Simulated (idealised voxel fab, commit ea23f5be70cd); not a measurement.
Documented hereafter: the process module known as voxel transistor to metal.
In the cross-section labelled cut, the width is 195 nm and each square cell is 5 nm.
Cross-section layout: square cells on a grid; listed as bands, top to bottom; a band spans one or more cell rows. Quick guide to a band line: top height, bottom height (nm) up front; then every material left to right with its width in nm. Only one material and it's marked "edge to edge"? Then it fills the band edge to edge. And "blank" just means empty space. Height 0 is the level under which the wafer as received is all one material. The lowest band goes on downwards, as in "0 down". You'd read "30->40" like this: the band's top row of cells is as wide as the first number, its bottom row is as wide as the second, and going down, every row changes width by the same amount as the row before did. When a step is marked "no modifications", none of the cells in the cross-section changed during that step. Closed empty spaces (no open way to the top) of 8 cells or more are what "Enclosed cavity list" lists, each as width x height at distance from the left edge, nm for all three. The remark found on a step's line after its settings is issued by the simulator itself and pertains to that step. The "overlay nm" setting may appear on a step's line; for a step that uses a mask, it gives how far to the right of its planned position the mask lay, and a negative value indicates the left.

# Listed below are the process steps as planned
1,RECEIVE,material Si
2,OXIDIZE,depth nm 5
3,CONFORMAL_DEP,material SiN,thk nm 10
4,MASKED_ETCH,tone cover,mask id ACTIVE,width nm 115,etch materials SiN,depth nm 10,overlay nm 0
5,MASKED_ETCH,tone cover,mask id ACTIVE,width nm 115,etch materials SiO2,depth nm 5,overlay nm 0
6,MASKED_ETCH,tone cover,mask id ACTIVE,width nm 115,etch materials Si,depth nm 30,overlay nm 0
7,FILL_DEP,material SiO2,thk nm 15
8,CMP,height nm 10
9,SELECTIVE_ETCH,etch materials SiO2,depth nm 10
10,STRIP,etch materials SiN
11,SELECTIVE_ETCH,etch materials SiO2,depth nm 5
12,OXIDIZE,depth nm 5
13,DIRECTIONAL_DEP,material polySi,thk nm 25
14,DIRECTIONAL_DEP,material SiCN,thk nm 15
15,PATTERN,tone cover,mask id GATE,material resist,width nm 35,thk nm 15,overlay nm 0
16,DIRECTIONAL_ETCH,etch materials SiCN,depth nm 25
17,DIRECTIONAL_ETCH,etch materials polySi,depth nm 35
18,STRIP,etch materials resist
19,CONFORMAL_DEP,material SiN,thk nm 10
20,DIRECTIONAL_ETCH,etch materials SiN,depth nm 10
21,DIRECTIONAL_ETCH,etch materials SiO2,depth nm 5
22,EPI,material SiGe,thk nm 5
23,FILL_DEP,material SiO2,thk nm 5
24,CMP,height nm 20
25,STRIP,etch materials polySi
26,SELECTIVE_ETCH,etch materials SiO2,depth nm 5
27,CONFORMAL_DEP,material HfO2,thk nm 5
28,CONFORMAL_DEP,material TiN,thk nm 5
29,FILL_DEP,material W,thk nm 10
30,CMP,height nm 15
31,DIRECTIONAL_DEP,material SiO2,thk nm 10
32,MASKED_ETCH,tone open,mask id CONTACT,width nm 15,pitch nm 80,etch materials SiO2,depth nm 30,overlay nm 0
33,CONFORMAL_DEP,material TiN,thk nm 5
34,FILL_DEP,material W,thk nm 10
35,CMP,height nm 25
36,CONFORMAL_DEP,material SiCN,thk nm 5
37,DIRECTIONAL_DEP,material SiO2,thk nm 15
38,MASKED_ETCH,tone open,mask id METAL_1,width nm 15,pitch nm 80,etch materials SiO2,depth nm 15,overlay nm 0
39,MASKED_ETCH,tone open,mask id METAL_1,width nm 15,pitch nm 80,etch materials SiCN,depth nm 5,overlay nm 0
40,CONFORMAL_DEP,material TiN,thk nm 5
41,FILL_DEP,material W,thk nm 10
42,CMP,height nm 45
43,CONFORMAL_DEP,material SiCN,thk nm 5
44,DIRECTIONAL_DEP,material SiO2,thk nm 35
45,MASKED_ETCH,tone open,mask id METAL_2,width nm 15,pitch nm 80,etch materials SiO2,depth nm 20,overlay nm 0
46,DIRECTIONAL_DEP,material aC,thk nm 15
47,PATTERN,tone open,mask id METAL_2_HOLES,material resist,width nm 15,pitch nm 80,thk nm 30,overlay nm 0
48,DIRECTIONAL_ETCH,etch materials aC,depth nm 15
49,STRIP,etch materials resist
50,DIRECTIONAL_ETCH,etch materials SiO2,depth nm 15
51,DIRECTIONAL_ETCH,etch materials SiCN,depth nm 5
52,STRIP,etch materials aC
53,CONFORMAL_DEP,material TiN,thk nm 5
54,FILL_DEP,material Ru,thk nm 10
55,CMP,height nm 85
56,CONFORMAL_DEP,material SiN,thk nm 5

# Cross-section, incoming material, after step 1
    0 down | Si edge to edge
    Enclosed cavity list: none

# Starting structure and process plan are as shown above, but one mistake was made in running the module; the wafer cross-section at the end of the module follows
    90 to 85 | SiN edge to edge
    85 to 50 | 50 SiO2 / 5 TiN / 5 Ru / 5 TiN / 65 SiO2 / 5 TiN / 5 Ru / 5 TiN / 50 SiO2
    50 to 45 | 50 SiCN / 15 TiN / 65 SiCN / 15 TiN / 50 SiCN
    45 to 30 | 50 SiO2 / 5 TiN / 5 W / 5 TiN / 65 SiO2 / 5 TiN / 5 W / 5 TiN / 50 SiO2
    30 to 25 | 50 SiCN / 15 TiN / 65 SiCN / 15 TiN / 50 SiCN
    25 to 20 | 45 W / 5 TiN / 15 SiO2 / 5 TiN / 55 W / 5 TiN / 15 SiO2 / 5 TiN / 45 W
    20 to 15 | 45 W / 5 TiN / 15 SiO2 / 65 TiN / 15 SiO2 / 5 TiN / 45 W
    15 to 0 | 45 W / 5 TiN / 15 SiO2 / 5 TiN / 10 SiN / 5 HfO2 / 5 TiN / 15 W / 5 TiN / 5 HfO2 / 10 SiN / 5 TiN / 15 SiO2 / 5 TiN / 45 W
    0 to -5 | 50 TiN / 15 SiO2 / 5 TiN / 10 SiN / 5 HfO2 / 25 TiN / 5 HfO2 / 10 SiN / 5 TiN / 15 SiO2 / 50 TiN
    -5 to -10 | 35 SiO2 / 35 SiGe / 5 SiO2 / 45 HfO2 / 5 SiO2 / 35 SiGe / 35 SiO2
    -10 to -35 | 40 SiO2 / 115 Si / 40 SiO2
    -35 down | Si edge to edge
    Enclosed cavity list: none
Nonconformance to the process plan: step 32 was not run as planned; what actually ran was MASKED_ETCH,tone cover,mask id CONTACT,width nm 15,pitch nm 80,etch materials SiO2,depth nm 30,overlay nm 0
